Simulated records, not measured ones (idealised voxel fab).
process module | voxel transistor to metal
cross-section cut | 165 nm wide | cells 5 nm
A cross-section is a grid of square cells, given in bands from the top down. A band is one or more rows of cells.
Each band's line starts with the height of the band's top and of its bottom, in nm. Then come its materials from left to right, each with its width in nm. One material with "throughout" fills the band from edge to edge. "air" is empty space.
Height 0 is the level under which the wafer as received is all one material. The lowest band goes on downwards, as in "0 down".
A width such as "30 to 40" changes by the same amount from each row of cells to the next, from the band's top row to its bottom row.
"no change" after a step means that no cell of the cross-section changed.
closed voids: empty space of 8 cells or more with no open way to the top, each as width x height at its distance from the left edge, in nm
after a step's settings: what the simulator itself notes on the step
overlay nm, on a step with a mask: how far to the right of its planned place the mask lay; to the left if negative
plan
1 op RECEIVE | material Si
2 op OXIDIZE | depth nm 5
3 op CONFORMAL_DEP | material SiN | thk nm 15
4 op MASKED_ETCH | tone cover | mask id ACTIVE | width nm 105 | etch materials SiN | depth nm 15 | overlay nm 0
5 op MASKED_ETCH | tone cover | mask id ACTIVE | width nm 105 | etch materials SiO2 | depth nm 5 | overlay nm 0
6 op MASKED_ETCH | tone cover | mask id ACTIVE | width nm 105 | etch materials Si | depth nm 35 | overlay nm 0
7 op FILL_DEP | material SiO2 | thk nm 10
8 op CMP | height nm 15
9 op SELECTIVE_ETCH | etch materials SiO2 | depth nm 15
10 op STRIP | etch materials SiN
11 op SELECTIVE_ETCH | etch materials SiO2 | depth nm 5
12 op OXIDIZE | depth nm 5
13 op DIRECTIONAL_DEP | material polySi | thk nm 20
14 op DIRECTIONAL_DEP | material SiCN | thk nm 15
15 op PATTERN | tone cover | mask id GATE | material resist | width nm 15 | thk nm 15 | overlay nm 0
16 op DIRECTIONAL_ETCH | etch materials SiCN | depth nm 25
17 op DIRECTIONAL_ETCH | etch materials polySi | depth nm 30
18 op STRIP | etch materials resist
19 op CONFORMAL_DEP | material SiN | thk nm 5
20 op DIRECTIONAL_ETCH | etch materials SiN | depth nm 5
21 op DIRECTIONAL_ETCH | etch materials SiO2 | depth nm 5
22 op DIRECTIONAL_ETCH | etch materials Si | depth nm 15
23 op EPI | material SiGe | thk nm 15
24 op FILL_DEP | material SiO2 | thk nm 5
25 op CMP | height nm 30
26 op DIRECTIONAL_DEP | material SiO2 | thk nm 10
27 op DIRECTIONAL_DEP | material aC | thk nm 10
28 op PATTERN | tone open | mask id CONTACT | material resist | width nm 20 | pitch nm 75 | thk nm 25 | overlay nm 0
29 op DIRECTIONAL_ETCH | etch materials aC | depth nm 10
30 op STRIP | etch materials resist
31 op DIRECTIONAL_ETCH | etch materials SiO2 | depth nm 50
32 op STRIP | etch materials aC
33 op CONFORMAL_DEP | material TiN | thk nm 5
34 op FILL_DEP | material Ru | thk nm 5
35 op CMP | height nm 40
36 op DIRECTIONAL_DEP | material TiN | thk nm 5
37 op DIRECTIONAL_DEP | material Ru | thk nm 25
38 op PATTERN | tone cover | mask id METAL_1 | material resist | width nm 15 | pitch nm 75 | thk nm 15 | overlay nm 0
39 op DIRECTIONAL_ETCH | etch materials Ru | depth nm 25
40 op DIRECTIONAL_ETCH | etch materials TiN | depth nm 5
41 op STRIP | etch materials resist
42 op CONFORMAL_DEP | material SiCN | thk nm 5
43 op FILL_DEP | material SiO2 | thk nm 10
44 op CMP | height nm 70
45 op CONFORMAL_DEP | material SiN | thk nm 5
varied across the wafers: width nm of step 38. The plan shows the first wafer's value. All wafers start alike
first wafer as received, after step 1
  0 down: Si throughout
  closed voids: none
first wafer at the end, after step 45
  75 to 70: SiN throughout
  70 to 45: SiO2 35 | SiCN 5 | Ru 15 | SiCN 5 | SiO2 50 | SiCN 5 | Ru 15 | SiCN 5 | SiO2 30
  45 to 40: SiCN 40 | TiN 15 | SiCN 60 | TiN 15 | SiCN 35
  40 to 30: SiO2 35 | TiN 5 | Ru 10 | TiN 5 | SiO2 55 | TiN 5 | Ru 10 | TiN 5 | SiO2 35
  30 to 15: SiO2 35 | TiN 5 | Ru 10 | TiN 5 | SiO2 15 | SiN 5 | SiCN 15 | SiN 5 | SiO2 15 | TiN 5 | Ru 10 | TiN 5 | SiO2 35
  15 to 5: SiO2 35 | TiN 5 | Ru 10 | TiN 5 | SiO2 15 | SiN 5 | polySi 15 | SiN 5 | SiO2 15 | TiN 5 | Ru 10 | TiN 5 | SiO2 35
  5 to -5: SiO2 35 | TiN 5 | Ru 10 | TiN 5 | SiGe 15 | SiN 5 | polySi 15 | SiN 5 | SiGe 15 | TiN 5 | Ru 10 | TiN 5 | SiO2 35
  -5 to -10: SiO2 35 | TiN 20 | SiGe 15 | SiO2 25 | SiGe 15 | TiN 20 | SiO2 35
  -10 to -25: SiO2 30 | SiGe 40 | Si 25 | SiGe 40 | SiO2 30
  -25 to -40: SiO2 30 | Si 105 | SiO2 30
  -40 down: Si throughout
  closed voids: none
last wafer at the end
  75 to 70: SiN throughout
  70 to 45: SiO2 25 | SiCN 5 | Ru 35 | SiCN 5 | SiO2 30 | SiCN 5 | Ru 35 | SiCN 5 | SiO2 20
  45 to 40: SiCN 30 | TiN 35 | SiCN 40 | TiN 35 | SiCN 25
  40 to 30: SiO2 35 | TiN 5 | Ru 10 | TiN 5 | SiO2 55 | TiN 5 | Ru 10 | TiN 5 | SiO2 35
  30 to 15: SiO2 35 | TiN 5 | Ru 10 | TiN 5 | SiO2 15 | SiN 5 | SiCN 15 | SiN 5 | SiO2 15 | TiN 5 | Ru 10 | TiN 5 | SiO2 35
  15 to 5: SiO2 35 | TiN 5 | Ru 10 | TiN 5 | SiO2 15 | SiN 5 | polySi 15 | SiN 5 | SiO2 15 | TiN 5 | Ru 10 | TiN 5 | SiO2 35
  5 to -5: SiO2 35 | TiN 5 | Ru 10 | TiN 5 | SiGe 15 | SiN 5 | polySi 15 | SiN 5 | SiGe 15 | TiN 5 | Ru 10 | TiN 5 | SiO2 35
  -5 to -10: SiO2 35 | TiN 20 | SiGe 15 | SiO2 25 | SiGe 15 | TiN 20 | SiO2 35
  -10 to -25: SiO2 30 | SiGe 40 | Si 25 | SiGe 40 | SiO2 30
  -25 to -40: SiO2 30 | Si 105 | SiO2 30
  -40 down: Si throughout
  closed voids: none
each wafer at the end: cells of each material gained (+) or lost (-) since it was received, then its closed voids
width nm 15 | +66 Ru | -186 Si | +56 SiCN | +66 SiGe | +47 SiN | +384 SiO2 | +50 TiN | +12 polySi | closed voids: none
width nm 20 | +76 Ru | -186 Si | +54 SiCN | +66 SiGe | +47 SiN | +374 SiO2 | +52 TiN | +12 polySi | closed voids: none
width nm 25 | +86 Ru | -186 Si | +52 SiCN | +66 SiGe | +47 SiN | +364 SiO2 | +54 TiN | +12 polySi | closed voids: none
width nm 30 | +96 Ru | -186 Si | +50 SiCN | +66 SiGe | +47 SiN | +354 SiO2 | +56 TiN | +12 polySi | closed voids: none
width nm 35 | +106 Ru | -186 Si | +48 SiCN | +66 SiGe | +47 SiN | +344 SiO2 | +58 TiN | +12 polySi | closed voids: none
